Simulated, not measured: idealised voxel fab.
This is a process module. Its name is voxel ribs on slabs.
Section shown: cut. Width: 280 nm. Cell size: 5 nm, square.
How to read a cross-section here: the picture is a grid of square cells, written as bands going from the top down, and any band can span one or more rows of cells. It is stipulated that each band's entry specify, in nanometres, the height of the top of the band and then that of its bottom, followed by the materials of the band in left-to-right sequence, each together with its width in nanometres. A single material marked by the word "throughout" is understood to fill the band from edge to edge; the word "blank" is understood to denote empty space. Measure heights from 0. That's the level where, below it, the as-received wafer is all one material. The lowest band is bottomless and extends downward; write it as in "0..down". When a width is written as two numbers, as in "30..40", the first number is the width in the top row of cells of the band and the second is the width in its bottom row, and the width changes by the same amount from each row to the next. Step note "no modifications" = no cross-section cell changed. Look at "Closed internal cavities" for the closed voids: empty spaces with no open path to the top, sized 8 cells or up. Each is width x height at distance, distance from the left edge, all nm. Step line, after settings: the simulator's comment on this step. A step's line can hold "overlay nm"; with a mask on that step, the setting says how far right of the planned place the mask lay, while a negative setting says it lay to the left.
Listed below are the process steps as planned:
1: RECEIVE,material Si
2: DIRECTIONAL_DEP,material SiO2,thk nm 25
3: DIRECTIONAL_DEP,material SiN,thk nm 25
4: MASKED_ETCH,tone cover,mask id RIB,width nm 15,etch materials SiN,depth nm 15,overlay nm 0
5: PATTERN,tone cover,mask id SLAB,material resist,width nm 55,thk nm 20,overlay nm 0
6: DIRECTIONAL_ETCH,etch materials SiN,depth nm 10
7: STRIP,etch materials resist
8: FILL_DEP,material SiO2,thk nm 20
9: CMP,height nm 65
10: DIRECTIONAL_DEP,material TiN,thk nm 10
11: DIRECTIONAL_DEP,material aC,thk nm 15
12: PATTERN,tone cover,mask id HEATER,material resist,width nm 25,thk nm 35,overlay nm 0
13: DIRECTIONAL_ETCH,etch materials aC,depth nm 15
14: STRIP,etch materials resist
15: DIRECTIONAL_ETCH,etch materials TiN,depth nm 10
16: STRIP,etch materials aC
17: CONFORMAL_DEP,material SiN,thk nm 10
Cross-sectional view of the wafer in its as-received condition, corresponding to the state after step 1:
	0..down = Si throughout
	Closed internal cavities: none
Sectioned view, first of two wafers, at the close of the module, processed as intended in the plan:
	85..75 = blank (115) / SiN (45) / blank (120)
	75..65 = SiN (125) / TiN (25) / SiN (130)
	65..50 = SiO2 throughout
	50..35 = SiO2 (130) / SiN (15) / SiO2 (135)
	35..25 = SiO2 (110) / SiN (55) / SiO2 (115)
	25..0 = SiO2 throughout
	0..down = Si throughout
	Closed internal cavities: none
Cross-section, second wafer: same start as the first, same plan as the first, one mistake in running it; taken at the end of the module:
	85..75 = SiN throughout
	75..50 = SiO2 throughout
	50..35 = SiO2 (130) / SiN (15) / SiO2 (135)
	35..25 = SiO2 (110) / SiN (55) / SiO2 (115)
	25..0 = SiO2 throughout
	0..down = Si throughout
	Closed internal cavities: none
What was the processing mistake? step 10 ran with different settings than intended, the actual operation and settings being DIRECTIONAL_DEP,material SiO2,thk nm 10
At the finish, the second wafer shows more or fewer cells for some materials than the first does: SiN -8 | SiO2 +112 | TiN -10
